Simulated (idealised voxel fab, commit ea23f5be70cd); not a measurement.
Name of the process module below: voxel wiring stack
For reference, the cross-section in this document is cut, with width 220 nm and square cells of 5 nm.
Cross-section, as written here: a square-cell grid given band by band from the top down, where a band holds one or more rows of cells. Heads up on the band format: heights come first, top then bottom, in nm. After that it's the materials left to right, each with its width in nm. A single material flagged "everywhere" fills the whole band edge to edge, and "blank" means there's empty space there. Zero point of the height axis is 0; under it, received wafer = one material. Lowest band: continues down indefinitely, "0 -> down". The notation "30..40" denotes a width that varies across the rows of cells in the band, beginning at the first number in the top row, finishing at the second number in the bottom row, and changing by an identical amount from each row to the next. "nothing got changed" -> step changed no cross-section cell. "Closed void catalog": sealed empty spaces, 8 cells or more, no open way to top, listed width x height at distance, with distance from the left edge and width, height and distance in nm. Post-settings text on a step line: simulator's own remark regarding the step. The optional step-line setting "overlay nm" applies to steps with a mask and quantifies how far to the right of its planned location the mask lay, a negative value indicating leftward placement.
Intended process steps
1) RECEIVE [material Si]
2) CONFORMAL_DEP [material SiO2] [thk nm 15]
3) CONFORMAL_DEP [material SiN] [thk nm 5]
4) DIRECTIONAL_DEP [material SiO2] [thk nm 25]
5) DIRECTIONAL_DEP [material aC] [thk nm 15]
6) PATTERN [tone open] [mask id METAL_1] [material resist] [width nm 20] [pitch nm 45] [thk nm 35] [overlay nm 0]
7) DIRECTIONAL_ETCH [etch materials aC] [depth nm 15]
8) STRIP [etch materials resist]
9) DIRECTIONAL_ETCH [etch materials SiO2] [depth nm 25]
10) DIRECTIONAL_ETCH [etch materials SiN] [depth nm 5]
11) STRIP [etch materials aC]
12) CONFORMAL_DEP [material TiN] [thk nm 5]
13) FILL_DEP [material Ru] [thk nm 10]
14) CMP [height nm 45]
15) EPI [material Ru] [thk nm 5]
16) FILL_DEP [material SiCN] [thk nm 5]
17) DIRECTIONAL_DEP [material lowk] [thk nm 10]
18) PATTERN [tone open] [mask id PLUG_1] [material resist] [width nm 15] [pitch nm 90] [thk nm 15] [overlay nm 0]
19) DIRECTIONAL_ETCH [etch materials lowk] [depth nm 10]
20) DIRECTIONAL_ETCH [etch materials SiCN] [depth nm 5]
21) STRIP [etch materials resist]
22) EPI [material Ru] [thk nm 10]
23) EPI [material Ru] [thk nm 5]
24) DIRECTIONAL_DEP [material TiN] [thk nm 5]
25) DIRECTIONAL_DEP [material Ru] [thk nm 20]
26) DIRECTIONAL_DEP [material aC] [thk nm 10]
27) PATTERN [tone cover] [mask id METAL_2] [material resist] [width nm 20] [pitch nm 45] [thk nm 30] [overlay nm 0]
28) DIRECTIONAL_ETCH [etch materials aC] [depth nm 10]
29) STRIP [etch materials resist]
30) DIRECTIONAL_ETCH [etch materials Ru] [depth nm 20]
31) DIRECTIONAL_ETCH [etch materials TiN] [depth nm 5]
32) STRIP [etch materials aC]
33) CONFORMAL_DEP [material SiN] [thk nm 5]
34) FILL_DEP [material lowk] [thk nm 10]
35) CMP [height nm 90]
36) CONFORMAL_DEP [material SiCN] [thk nm 5]
37) DIRECTIONAL_DEP [material SiO2] [thk nm 10]
38) PATTERN [tone open] [mask id PLUG_2] [material resist] [width nm 15] [pitch nm 90] [thk nm 20] [overlay nm 0]
39) DIRECTIONAL_ETCH [etch materials SiO2] [depth nm 10]
40) DIRECTIONAL_ETCH [etch materials SiCN] [depth nm 5]
41) STRIP [etch materials resist]
42) EPI [material Ru] [thk nm 10]
43) EPI [material Ru] [thk nm 5]
44) CONFORMAL_DEP [material SiCN] [thk nm 5]
45) DIRECTIONAL_DEP [material lowk] [thk nm 25]
46) MASKED_ETCH [tone open] [mask id METAL_3] [width nm 20] [pitch nm 45] [etch materials lowk] [depth nm 25] [overlay nm 0]
47) MASKED_ETCH [tone open] [mask id METAL_3] [width nm 20] [pitch nm 45] [etch materials SiCN] [depth nm 5] [overlay nm 0]
48) CONFORMAL_DEP [material TiN] [thk nm 5]
49) FILL_DEP [material Ru] [thk nm 5]
50) CMP [height nm 135]
51) CONFORMAL_DEP [material SiCN] [thk nm 5]
Wafer as received: cross-section following step 1
0 -> down: Si everywhere
Closed void catalog: none
Module complete, cross-section. Starting point and plan per above. One mistake made in running the module
140 -> 135: SiCN everywhere
135 -> 120: lowk: 30, TiN: 5, Ru: 10, TiN: 5, lowk: 25, TiN: 5, Ru: 10, TiN: 5, lowk: 25, TiN: 5, Ru: 10, TiN: 5, lowk: 25, TiN: 5, Ru: 10, TiN: 5, lowk: 35
120 -> 115: lowk: 15, SiCN: 15, TiN: 20, SiCN: 10, lowk: 15, TiN: 5, Ru: 10, TiN: 5, lowk: 10, SiCN: 15, TiN: 20, SiCN: 10, lowk: 15, TiN: 5, Ru: 10, TiN: 5, lowk: 35
115 -> 110: lowk: 15, SiCN: 5, Ru: 35, SiCN: 5, lowk: 15, TiN: 5, Ru: 10, TiN: 5, lowk: 10, SiCN: 5, Ru: 35, SiCN: 5, lowk: 15, TiN: 5, Ru: 10, TiN: 5, lowk: 35
110 -> 105: SiCN: 20, Ru: 35, SiCN: 20, TiN: 20, SiCN: 15, Ru: 35, SiCN: 20, TiN: 20, SiCN: 35
105 -> 95: SiO2: 30, Ru: 15, SiO2: 75, Ru: 15, SiO2: 85
95 -> 90: SiCN: 30, Ru: 15, SiCN: 75, Ru: 15, SiCN: 85
90 -> 70: lowk: 25, SiN: 5, Ru: 20, SiN: 5, lowk: 15, SiN: 5, Ru: 20, SiN: 5, lowk: 15, SiN: 5, Ru: 20, SiN: 5, lowk: 15, SiN: 5, Ru: 20, SiN: 5, lowk: 30
70 -> 65: SiN: 30, TiN: 20, SiN: 25, TiN: 20, SiN: 25, TiN: 20, SiN: 25, TiN: 20, SiN: 35
65 -> 55: lowk: 30, Ru: 15, lowk: 75, Ru: 15, lowk: 85
55 -> 50: SiCN: 30, Ru: 15, SiCN: 75, Ru: 15, SiCN: 85
50 -> 45: SiCN: 25, Ru: 30, SiCN: 15, Ru: 30, SiCN: 15, Ru: 30, SiCN: 15, Ru: 30, SiCN: 30
45 -> 20: SiO2: 30, TiN: 5, Ru: 10, TiN: 5, SiO2: 25, TiN: 5, Ru: 10, TiN: 5, SiO2: 25, TiN: 5, Ru: 10, TiN: 5, SiO2: 25, TiN: 5, Ru: 10, TiN: 5, SiO2: 35
20 -> 15: SiN: 30, TiN: 20, SiN: 25, TiN: 20, SiN: 25, TiN: 20, SiN: 25, TiN: 20, SiN: 35
15 -> 0: SiO2 everywhere
0 -> down: Si everywhere
Closed void catalog: none
In executing the process, a mistake was made relative to the plan: regarding the plan, step 42 was run twice
